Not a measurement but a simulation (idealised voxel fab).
The name of this process module is voxel tone inversion.
Shown is cross-section cut, with a width of 240 nm and square cells of size 5 nm.
The cross-sections in this document take the form of a grid made of square cells. They are written out as bands, in order from top to bottom. Each band consists of one or more rows of cells. Band: top height; bottom height; in nm. Then, left to right: material with width in nm, for each material. "all across": a single material spanning edge to edge. "empty": empty space. A quick word on heights: they are counted from 0, and under that level the wafer as it came to us is one material throughout. The lowest band is different from the rest in having no bottom; it simply continues downward, written as in "0 and below". So if you see something like "30 to 40" for the width, read it as the top row of the band sitting at the first number and the bottom row at the second, with every row in between moving by the same amount as the last. A step reported as "remained the same" is a step in which no cell of the cross-section changed. What "Closed internal voids" gives you is every empty space of 8 cells or more that is cut off from the top. Each appears as width x height at distance, with the distance taken from the left edge and width, height and distance all in nm. Heads up: the bit after the settings on a step's line is the simulator's remark on that step. The setting "overlay nm" may be written on the line of a step. When the step uses a mask, the value reports how far to the right of the planned place the mask lay, and a negative value reports that it lay to the left.
**Below is the list of planned process steps**
1: RECEIVE (material Si)
2: CONFORMAL_DEP (material SiCN; thk nm 10)
3: DIRECTIONAL_DEP (material aC; thk nm 20)
4: PATTERN (tone cover; mask id POSTS; material resist; width nm 20; pitch nm 45; thk nm 25; overlay nm 0)
5: DIRECTIONAL_ETCH (etch materials aC; depth nm 20)
6: STRIP (etch materials resist)
7: FILL_DEP (material SiO2; thk nm 10)
8: CMP (height nm 30)
9: STRIP (etch materials aC)
10: CONFORMAL_DEP (material TiN; thk nm 5)
11: FILL_DEP (material Cu; thk nm 10)
12: CMP (height nm 30)
13: CONFORMAL_DEP (material SiCN; thk nm 5)
**Run as planned: first of two wafers**
**Received-state cross-section, reflecting completion of step 1**
  0 and below  Si all across
  Closed internal voids: none
**Presented here is a cross-section of the wafer after step 2 has been performed**
  10 down to 0  SiCN all across
  below 0: unchanged
**Presented here is a cross-section of the wafer after step 3 has been performed**
  30 down to 10  aC all across
  below 10: unchanged
**Presented here is a cross-section of the wafer after step 4 has been performed**
  55 down to 30  empty 85 nm, then resist 20 nm, then empty 25 nm, then resist 20 nm, then empty 90 nm
  below 30: unchanged
**Presented here is a cross-section of the wafer after step 5 has been performed**
  35 down to 30  empty 85 nm, then resist 20 nm, then empty 25 nm, then resist 20 nm, then empty 90 nm
  30 down to 10  empty 85 nm, then aC 20 nm, then empty 25 nm, then aC 20 nm, then empty 90 nm
  below 10: unchanged
**Presented here is a cross-section of the wafer after step 6 has been performed**
  30 down to 10  empty 85 nm, then aC 20 nm, then empty 25 nm, then aC 20 nm, then empty 90 nm
  below 10: unchanged
**Presented here is a cross-section of the wafer after step 7 has been performed**
  40 down to 30  SiO2 all across
  30 down to 10  SiO2 85 nm, then aC 20 nm, then SiO2 25 nm, then aC 20 nm, then SiO2 90 nm
  below 10: unchanged
**Presented here is a cross-section of the wafer after step 8 has been performed**
  30 down to 10  SiO2 85 nm, then aC 20 nm, then SiO2 25 nm, then aC 20 nm, then SiO2 90 nm
  below 10: unchanged
**Presented here is a cross-section of the wafer after step 9 has been performed**
  30 down to 10  SiO2 85 nm, then empty 20 nm, then SiO2 25 nm, then empty 20 nm, then SiO2 90 nm
  below 10: unchanged
**Presented here is a cross-section of the wafer after step 10 has been performed**
  35 down to 30  TiN 90 nm, then empty 10 nm, then TiN 35 nm, then empty 10 nm, then TiN 95 nm
  30 down to 15  SiO2 85 nm, then TiN 5 nm, then empty 10 nm, then TiN 5 nm, then SiO2 25 nm, then TiN 5 nm, then empty 10 nm, then TiN 5 nm, then SiO2 90 nm
  15 down to 10  SiO2 85 nm, then TiN 20 nm, then SiO2 25 nm, then TiN 20 nm, then SiO2 90 nm
  below 10: unchanged
**Presented here is a cross-section of the wafer after step 11 has been performed**
  45 down to 35  Cu all across
  35 down to 30  TiN 90 nm, then Cu 10 nm, then TiN 35 nm, then Cu 10 nm, then TiN 95 nm
  30 down to 15  SiO2 85 nm, then TiN 5 nm, then Cu 10 nm, then TiN 5 nm, then SiO2 25 nm, then TiN 5 nm, then Cu 10 nm, then TiN 5 nm, then SiO2 90 nm
  below 15: unchanged
**Presented here is a cross-section of the wafer after step 12 has been performed**
  30 down to 15  SiO2 85 nm, then TiN 5 nm, then Cu 10 nm, then TiN 5 nm, then SiO2 25 nm, then TiN 5 nm, then Cu 10 nm, then TiN 5 nm, then SiO2 90 nm
  below 15: unchanged
**Presented here is a cross-section of the wafer after step 13 has been performed**
  35 down to 30  SiCN all across
  below 30: unchanged
**Regarding the second of the two wafers: it shared the first wafer's starting condition and process plan, yet one error occurred during its execution. Its history coincides with that of the first wafer up to and including step 11**
Second wafer shown in cross-section at the time step 12 was slated to end: remained the same
**Second wafer shown in cross-section at the time step 13 was slated to end**
  50 down to 45  SiCN all across
  below 45: unchanged
Deviation from plan: plan step 12: skipped, not run
Per the end-of-run cell counts, the second wafer holds more or fewer of some materials than the first: +100 Cu, +44 TiN
